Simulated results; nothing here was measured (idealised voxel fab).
The process module that follows is named voxel ribs on slabs.
Pictured: cross-section cut, 300 nm wide, on a grid of 5 nm square cells.
For the purposes of this document, a cross-section shall be understood as a grid of square cells, specified as bands listed in top-to-bottom order, each band consisting of one or more rows of cells. Band: top and bottom heights (nm) first, top before bottom; then materials from left to right, widths in nm. "throughout" marks a sole material filling the band edge to edge. "empty" denotes empty space. Measure heights from 0. That's the level where, below it, the as-received wafer is all one material. The lowest band is bottomless and extends downward; write it as in "z 0 and below". A width such as "30->40" changes by the same amount from each row of cells to the next, from the band's top row to its bottom row. It should be understood that the words "no change", when stated for a given step, signify that the cross-section underwent no change in any of its cells during that step. Entry "Non-vented voids". Content: empty spaces with no open connection to the top, size 8 cells or greater. Each: width x height at distance. Distance: from left edge. Unit: nm. Read whatever lies past the settings on a step's line as the simulator's own remark about the step. Regarding "overlay nm": on a step with a mask, it is the distance the mask lay to the right of its planned place; a negative value places it to the left.
# This section lists the process steps that were planned
- 1: RECEIVE, material Si
- 2: DIRECTIONAL_DEP, material SiO2, thk nm 30
- 3: DIRECTIONAL_DEP, material SiN, thk nm 25
- 4: MASKED_ETCH, tone cover, mask id RIB, width nm 20, etch materials SiN, depth nm 20, overlay nm 0
- 5: MASKED_ETCH, tone cover, mask id SLAB, width nm 60, etch materials SiN, depth nm 5, overlay nm 0
- 6: FILL_DEP, material SiO2, thk nm 25
- 7: CMP, height nm 75
- 8: DIRECTIONAL_DEP, material W, thk nm 5
- 9: MASKED_ETCH, tone cover, mask id HEATER, width nm 30, etch materials W, depth nm 5, overlay nm 0
- 10: CONFORMAL_DEP, material SiO2, thk nm 5
# Account of the first of two wafers, which was processed as intended
# Cross-sectional view of the wafer in its as-received condition, corresponding to the state after step 1
z 0 and below: Si throughout
Non-vented voids: none
# Cross-section through the wafer, step 2 finished
z 30 to 0: SiO2 throughout
Anything lower than 0 is untouched.
# Cross-section through the wafer, step 3 finished
z 55 to 30: SiN throughout
Anything lower than 30 is untouched.
# Cross-section through the wafer, step 4 finished
z 55 to 35: empty: 140, then SiN: 20, then empty: 140
Anything lower than 35 is untouched.
# Cross-section through the wafer, step 5 finished
z 55 to 35: empty: 140, then SiN: 20, then empty: 140
z 35 to 30: empty: 120, then SiN: 60, then empty: 120
Anything lower than 30 is untouched.
# Cross-section through the wafer, step 6 finished
z 80 to 55: SiO2 throughout
z 55 to 35: SiO2: 140, then SiN: 20, then SiO2: 140
z 35 to 30: SiO2: 120, then SiN: 60, then SiO2: 120
Anything lower than 30 is untouched.
# Cross-section through the wafer, step 7 finished
z 75 to 55: SiO2 throughout
Anything lower than 55 is untouched.
# Cross-section through the wafer, step 8 finished
z 80 to 75: W throughout
Anything lower than 75 is untouched.
# Cross-section through the wafer, step 9 finished
z 80 to 75: empty: 135, then W: 30, then empty: 135
Anything lower than 75 is untouched.
# Cross-section through the wafer, step 10 finished
z 85 to 80: empty: 130, then SiO2: 40, then empty: 130
z 80 to 75: SiO2: 135, then W: 30, then SiO2: 135
Anything lower than 75 is untouched.
# It is to be noted that the second wafer proceeded from the same initial state and according to the same plan as the first, although one mistake was committed in its execution; through step 1, inclusive, the two wafers share an identical history
# What the second wafer looks like in cross-section when step 2 should have wrapped up
z 40 to 0: SiO2 throughout
Anything lower than 0 is untouched.
# What the second wafer looks like in cross-section when step 3 should have wrapped up
z 65 to 40: SiN throughout
Anything lower than 40 is untouched.
# What the second wafer looks like in cross-section when step 4 should have wrapped up
z 65 to 45: empty: 140, then SiN: 20, then empty: 140
Anything lower than 45 is untouched.
# What the second wafer looks like in cross-section when step 5 should have wrapped up
z 65 to 45: empty: 140, then SiN: 20, then empty: 140
z 45 to 40: empty: 120, then SiN: 60, then empty: 120
Anything lower than 40 is untouched.
# What the second wafer looks like in cross-section when step 6 should have wrapped up
z 90 to 65: SiO2 throughout
z 65 to 45: SiO2: 140, then SiN: 20, then SiO2: 140
z 45 to 40: SiO2: 120, then SiN: 60, then SiO2: 120
Anything lower than 40 is untouched.
# What the second wafer looks like in cross-section when step 7 should have wrapped up
z 75 to 65: SiO2 throughout
Anything lower than 65 is untouched.
# What the second wafer looks like in cross-section when step 8 should have wrapped up
z 80 to 75: W throughout
Anything lower than 75 is untouched.
# What the second wafer looks like in cross-section when step 9 should have wrapped up
z 80 to 75: empty: 135, then W: 30, then empty: 135
Anything lower than 75 is untouched.
# What the second wafer looks like in cross-section when step 10 should have wrapped up
z 85 to 80: empty: 130, then SiO2: 40, then empty: 130
z 80 to 75: SiO2: 135, then W: 30, then SiO2: 135
Anything lower than 75 is untouched.
Against the plan, the run slipped here: contrary to plan, step 2 was performed as DIRECTIONAL_DEP, material SiO2, thk nm 40
In the final comparison it is observed that the number of cells assigned to each material is identical for the two wafers, whereas their placement is not.
